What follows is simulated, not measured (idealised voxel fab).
Module name: voxel local oxidation (process module)
The width of the displayed cross-section, cut, is 255 nm; its cells are square, with a size of 5 nm.
If you're reading a cross-section in this doc, picture square cells in a grid; it comes to you as bands, top ones listed first down to the bottom, and a band can be one or more rows of cells. Heights first: top, then bottom, in nm. Then materials, left to right, each with a width in nm. "full width" on a single material: fills the band edge to edge. "blank": empty space. All heights in this document are referenced to 0, defined as the level beneath which the wafer, as received, consists entirely of one material. The lowest band is not bounded below; it extends indefinitely downward and is written in the form "0 and below". The two numbers in a width such as "30->40" mark its ends across the band: the first belongs to the top row of cells, the second to the bottom row, and from each row to the next the width moves by the same amount. You'll sometimes find "no alterations made" written for a step, and that's the way of saying that nowhere in the cross-section did a cell change during that step. Empty spaces without an open route to the top, at least 8 cells in extent, make up the entry "Enclosed cavity list"; each is given as width x height at distance, where the distance is measured from the left edge, and all are in nm. If you see something after the settings on a step's line, that's the simulator's own remark about that step. You can add "overlay nm" to a step's line. For a step with a mask, it describes how far the mask lay to the right of its planned position, and a negative number describes a lay to the left.
# This section lists the process steps that were planned
1,RECEIVE [material Si]
2,OXIDIZE [depth nm 5]
3,CONFORMAL_DEP [material SiN] [thk nm 10]
4,PATTERN [tone cover] [mask id ACTIVE] [material resist] [width nm 105] [thk nm 20] [overlay nm 0]
5,DIRECTIONAL_ETCH [etch materials SiN] [depth nm 10]
6,STRIP [etch materials resist]
7,SELECTIVE_ETCH [etch materials SiO2] [depth nm 5]
8,OXIDIZE [depth nm 10]
9,STRIP [etch materials SiN]
# First of two wafers, processed according to plan
# The cross-section here shows the wafer as received, i.e. in its state after step 1
- 0 and below  Si full width
- Enclosed cavity list: none
# Step 2 complete: cross-section through the wafer
- 0 down to -5  SiO2 full width
- Below a height of -5, the structure has not been altered.
# Step 3 complete: cross-section through the wafer
- 10 down to 0  SiN full width
- Below a height of 0, the structure has not been altered.
# Step 4 complete: cross-section through the wafer
- 30 down to 10  blank 75  resist 105  blank 75
- Below a height of 10, the structure has not been altered.
# Step 5 complete: cross-section through the wafer
- 30 down to 10  blank 75  resist 105  blank 75
- 10 down to 0  blank 75  SiN 105  blank 75
- Below a height of 0, the structure has not been altered.
# Step 6 complete: cross-section through the wafer
- 10 down to 0  blank 75  SiN 105  blank 75
- Below a height of 0, the structure has not been altered.
# Step 7 complete: cross-section through the wafer
- 10 down to 0  blank 75  SiN 105  blank 75
- 0 down to -5  blank 80  SiO2 95  blank 80
- Below a height of -5, the structure has not been altered.
# Step 8 complete: cross-section through the wafer
- 10 down to 0  blank 75  SiN 105  blank 75
- 0 down to -5  blank 80  SiO2 95  blank 80
- -5 down to -15  SiO2 90  Si 75  SiO2 90
- Below a height of -15, the structure has not been altered.
# Step 9 complete: cross-section through the wafer
- 0 down to -5  blank 80  SiO2 95  blank 80
- Below a height of -5, the structure has not been altered.
# Notes, second wafer: start = first wafer's, plan = first wafer's, execution had one mistake; history identical to first through step 7
# Cross-sectional representation of the second wafer at the time designated in the plan for the completion of step 8
- 10 down to 0  blank 75  SiN 105  blank 75
- 0 down to -5  blank 80  SiO2 95  blank 80
- -5 down to -15  SiO2 90  Si 75  SiO2 90
- Below a height of -15, the structure has not been altered.
# Cross-sectional representation of the second wafer at the time designated in the plan for the completion of step 9
- 0 down to -5  blank 80  SiO2 95  blank 80
- Below a height of -5, the structure has not been altered.
So what did we get wrong on this run? twice over, step 8 of the plan was run
Outcome: the two wafer cross-sections end up identical, and the model's computation is unaffected by the mistake.
